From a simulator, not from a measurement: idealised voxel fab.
process module | voxel transistor to metal
cross-section cut | 225 nm wide | cells 5 nm
A cross-section is a grid of square cells, given in bands from the top down. A band is one or more rows of cells.
Each band's line starts with the height of the band's top and of its bottom, in nm. Then come its materials from left to right, each with its width in nm. One material with "throughout" fills the band from edge to edge. "air" is empty space.
Height 0 is the level under which the wafer as received is all one material. The lowest band goes on downwards, as in "0 down".
A width such as "30 to 40" changes by the same amount from each row of cells to the next, from the band's top row to its bottom row.
"no change" after a step means that no cell of the cross-section changed.
closed voids: empty space of 8 cells or more with no open way to the top, each as width x height at its distance from the left edge, in nm
after a step's settings: what the simulator itself notes on the step
overlay nm, on a step with a mask: how far to the right of its planned place the mask lay; to the left if negative
plan
1 op RECEIVE | material Si
2 op CONFORMAL_DEP | material SiO2 | thk nm 5
3 op CONFORMAL_DEP | material SiN | thk nm 15
4 op MASKED_ETCH | tone cover | mask id ACTIVE | width nm 85 | pitch nm 110 | etch materials SiN | depth nm 15 | overlay nm 0
5 op MASKED_ETCH | tone cover | mask id ACTIVE | width nm 85 | pitch nm 110 | etch materials SiO2 | depth nm 5 | overlay nm 0
6 op MASKED_ETCH | tone cover | mask id ACTIVE | width nm 85 | pitch nm 110 | etch materials Si | depth nm 30 | overlay nm 0
7 op OXIDIZE | depth nm 5
8 op FILL_DEP | material SiO2 | thk nm 10
9 op CMP | height nm 20
10 op SELECTIVE_ETCH | etch materials SiO2 | depth nm 10
11 op STRIP | etch materials SiN
12 op SELECTIVE_ETCH | etch materials SiO2 | depth nm 5
13 op OXIDIZE | depth nm 5
14 op DIRECTIONAL_DEP | material polySi | thk nm 25
15 op DIRECTIONAL_DEP | material SiCN | thk nm 15
16 op DIRECTIONAL_DEP | material aC | thk nm 10
17 op PATTERN | tone cover | mask id GATE | material resist | width nm 15 | pitch nm 110 | thk nm 30 | overlay nm 0
18 op DIRECTIONAL_ETCH | etch materials aC | depth nm 10
19 op STRIP | etch materials resist
20 op DIRECTIONAL_ETCH | etch materials SiCN | depth nm 25
21 op DIRECTIONAL_ETCH | etch materials polySi | depth nm 35
22 op STRIP | etch materials aC
23 op CONFORMAL_DEP | material SiN | thk nm 5
24 op DIRECTIONAL_ETCH | etch materials SiN | depth nm 5
25 op DIRECTIONAL_ETCH | etch materials SiO2 | depth nm 5
26 op DIRECTIONAL_ETCH | etch materials Si | depth nm 15
27 op EPI | material pSi | thk nm 15
28 op FILL_DEP | material SiO2 | thk nm 10
29 op CMP | height nm 40
30 op DIRECTIONAL_DEP | material SiO2 | thk nm 15
31 op MASKED_ETCH | tone open | mask id CONTACT | width nm 15 | etch materials SiO2 | depth nm 60 | overlay nm 0
32 op CONFORMAL_DEP | material TiN | thk nm 5
33 op FILL_DEP | material W | thk nm 5
34 op CMP | height nm 55
35 op CONFORMAL_DEP | material SiCN | thk nm 5
36 op DIRECTIONAL_DEP | material SiO2 | thk nm 15
37 op MASKED_ETCH | tone open | mask id METAL_1 | width nm 15 | etch materials SiO2 | depth nm 15 | overlay nm 0
38 op MASKED_ETCH | tone open | mask id METAL_1 | width nm 15 | etch materials SiCN | depth nm 5 | overlay nm -5
39 op CONFORMAL_DEP | material TiN | thk nm 5
40 op FILL_DEP | material Ru | thk nm 10
41 op CMP | height nm 75
42 op CONFORMAL_DEP | material SiN | thk nm 5
varied across the wafers: overlay nm of step 38. The plan shows the first wafer's value. All wafers start alike
first wafer as received, after step 1
  0 down: Si throughout
  closed voids: none
first wafer at the end, after step 42
  80 to 75: SiN throughout
  75 to 65: SiO2 20 | TiN 5 | Ru 5 | TiN 5 | SiO2 45 | TiN 5 | Ru 5 | TiN 5 | SiO2 35 | TiN 5 | Ru 5 | TiN 5 | SiO2 45 | TiN 5 | Ru 5 | TiN 5 | SiO2 20
  65 to 60: SiO2 20 | TiN 15 | SiO2 45 | TiN 15 | SiO2 35 | TiN 15 | SiO2 45 | TiN 15 | SiO2 20
  60 to 55: SiCN 20 | TiN 10 | SiCN 50 | TiN 10 | SiCN 40 | TiN 10 | SiCN 50 | TiN 10 | SiCN 25
  55 to 40: SiO2 20 | TiN 5 | W 5 | TiN 5 | SiO2 45 | TiN 5 | W 5 | TiN 5 | SiO2 35 | TiN 5 | W 5 | TiN 5 | SiO2 45 | TiN 5 | W 5 | TiN 5 | SiO2 20
  40 to 25: SiO2 20 | TiN 5 | W 5 | TiN 5 | SiO2 10 | SiN 5 | SiCN 15 | SiN 5 | SiO2 10 | TiN 5 | W 5 | TiN 5 | SiO2 35 | TiN 5 | W 5 | TiN 5 | SiO2 10 | SiN 5 | SiCN 15 | SiN 5 | SiO2 10 | TiN 5 | W 5 | TiN 5 | SiO2 20
  25 to 15: SiO2 20 | TiN 5 | W 5 | TiN 5 | SiO2 10 | SiN 5 | polySi 15 | SiN 5 | SiO2 10 | TiN 5 | W 5 | TiN 5 | SiO2 35 | TiN 5 | W 5 | TiN 5 | SiO2 10 | SiN 5 | polySi 15 | SiN 5 | SiO2 10 | TiN 5 | W 5 | TiN 5 | SiO2 20
  15 to 10: SiO2 20 | TiN 15 | SiO2 10 | SiN 5 | polySi 15 | SiN 5 | SiO2 10 | TiN 15 | SiO2 35 | TiN 15 | SiO2 10 | SiN 5 | polySi 15 | SiN 5 | SiO2 10 | TiN 15 | SiO2 20
  10 to 5: SiO2 20 | TiN 10 | pSi 15 | SiN 5 | polySi 15 | SiN 5 | pSi 15 | TiN 10 | SiO2 35 | TiN 10 | pSi 15 | SiN 5 | polySi 15 | SiN 5 | pSi 15 | TiN 10 | SiO2 20
  5 to 0: SiO2 10 | SiN 5 | SiO2 5 | TiN 10 | pSi 15 | SiN 5 | polySi 15 | SiN 5 | pSi 15 | TiN 10 | SiO2 5 | SiN 5 | SiO2 15 | SiN 5 | SiO2 5 | TiN 10 | pSi 15 | SiN 5 | polySi 15 | SiN 5 | pSi 15 | TiN 10 | SiO2 5 | SiN 5 | SiO2 10
  0 to -5: SiO2 20 | TiN 10 | pSi 15 | SiO2 25 | pSi 15 | TiN 10 | SiO2 35 | TiN 10 | pSi 15 | SiO2 25 | pSi 15 | TiN 10 | SiO2 20
  -5 to -20: SiO2 20 | pSi 25 | Si 25 | pSi 25 | SiO2 35 | pSi 25 | Si 25 | pSi 25 | SiO2 20
  -20 to -35: SiO2 20 | Si 75 | SiO2 35 | Si 75 | SiO2 20
  -35 down: Si throughout
  closed voids: none
last wafer at the end
  80 to 75: SiN throughout
  75 to 65: SiO2 20 | TiN 5 | Ru 5 | TiN 5 | SiO2 45 | TiN 5 | Ru 5 | TiN 5 | SiO2 35 | TiN 5 | Ru 5 | TiN 5 | SiO2 45 | TiN 5 | Ru 5 | TiN 5 | SiO2 20
  65 to 60: SiO2 20 | TiN 15 | SiO2 45 | TiN 15 | SiO2 35 | TiN 15 | SiO2 45 | TiN 15 | SiO2 20
  60 to 55: SiCN 25 | TiN 10 | SiCN 50 | TiN 10 | SiCN 40 | TiN 10 | SiCN 50 | TiN 10 | SiCN 20
  55 to 40: SiO2 20 | TiN 5 | W 5 | TiN 5 | SiO2 45 | TiN 5 | W 5 | TiN 5 | SiO2 35 | TiN 5 | W 5 | TiN 5 | SiO2 45 | TiN 5 | W 5 | TiN 5 | SiO2 20
  40 to 25: SiO2 20 | TiN 5 | W 5 | TiN 5 | SiO2 10 | SiN 5 | SiCN 15 | SiN 5 | SiO2 10 | TiN 5 | W 5 | TiN 5 | SiO2 35 | TiN 5 | W 5 | TiN 5 | SiO2 10 | SiN 5 | SiCN 15 | SiN 5 | SiO2 10 | TiN 5 | W 5 | TiN 5 | SiO2 20
  25 to 15: SiO2 20 | TiN 5 | W 5 | TiN 5 | SiO2 10 | SiN 5 | polySi 15 | SiN 5 | SiO2 10 | TiN 5 | W 5 | TiN 5 | SiO2 35 | TiN 5 | W 5 | TiN 5 | SiO2 10 | SiN 5 | polySi 15 | SiN 5 | SiO2 10 | TiN 5 | W 5 | TiN 5 | SiO2 20
  15 to 10: SiO2 20 | TiN 15 | SiO2 10 | SiN 5 | polySi 15 | SiN 5 | SiO2 10 | TiN 15 | SiO2 35 | TiN 15 | SiO2 10 | SiN 5 | polySi 15 | SiN 5 | SiO2 10 | TiN 15 | SiO2 20
  10 to 5: SiO2 20 | TiN 10 | pSi 15 | SiN 5 | polySi 15 | SiN 5 | pSi 15 | TiN 10 | SiO2 35 | TiN 10 | pSi 15 | SiN 5 | polySi 15 | SiN 5 | pSi 15 | TiN 10 | SiO2 20
  5 to 0: SiO2 10 | SiN 5 | SiO2 5 | TiN 10 | pSi 15 | SiN 5 | polySi 15 | SiN 5 | pSi 15 | TiN 10 | SiO2 5 | SiN 5 | SiO2 15 | SiN 5 | SiO2 5 | TiN 10 | pSi 15 | SiN 5 | polySi 15 | SiN 5 | pSi 15 | TiN 10 | SiO2 5 | SiN 5 | SiO2 10
  0 to -5: SiO2 20 | TiN 10 | pSi 15 | SiO2 25 | pSi 15 | TiN 10 | SiO2 35 | TiN 10 | pSi 15 | SiO2 25 | pSi 15 | TiN 10 | SiO2 20
  -5 to -20: SiO2 20 | pSi 25 | Si 25 | pSi 25 | SiO2 35 | pSi 25 | Si 25 | pSi 25 | SiO2 20
  -20 to -35: SiO2 20 | Si 75 | SiO2 35 | Si 75 | SiO2 20
  -35 down: Si throughout
  closed voids: none
each wafer at the end: cells of each material gained (+) or lost (-) since it was received, then its closed voids
overlay nm -5 | +8 Ru | -195 Si | +55 SiCN | +81 SiN | +477 SiO2 | +136 TiN | +32 W | +96 pSi | +30 polySi | closed voids: none
overlay nm 0 | +12 Ru | -195 Si | +51 SiCN | +81 SiN | +477 SiO2 | +136 TiN | +32 W | +96 pSi | +30 polySi | closed voids: none
overlay nm 5 | +8 Ru | -195 Si | +55 SiCN | +81 SiN | +477 SiO2 | +136 TiN | +32 W | +96 pSi | +30 polySi | closed voids: none
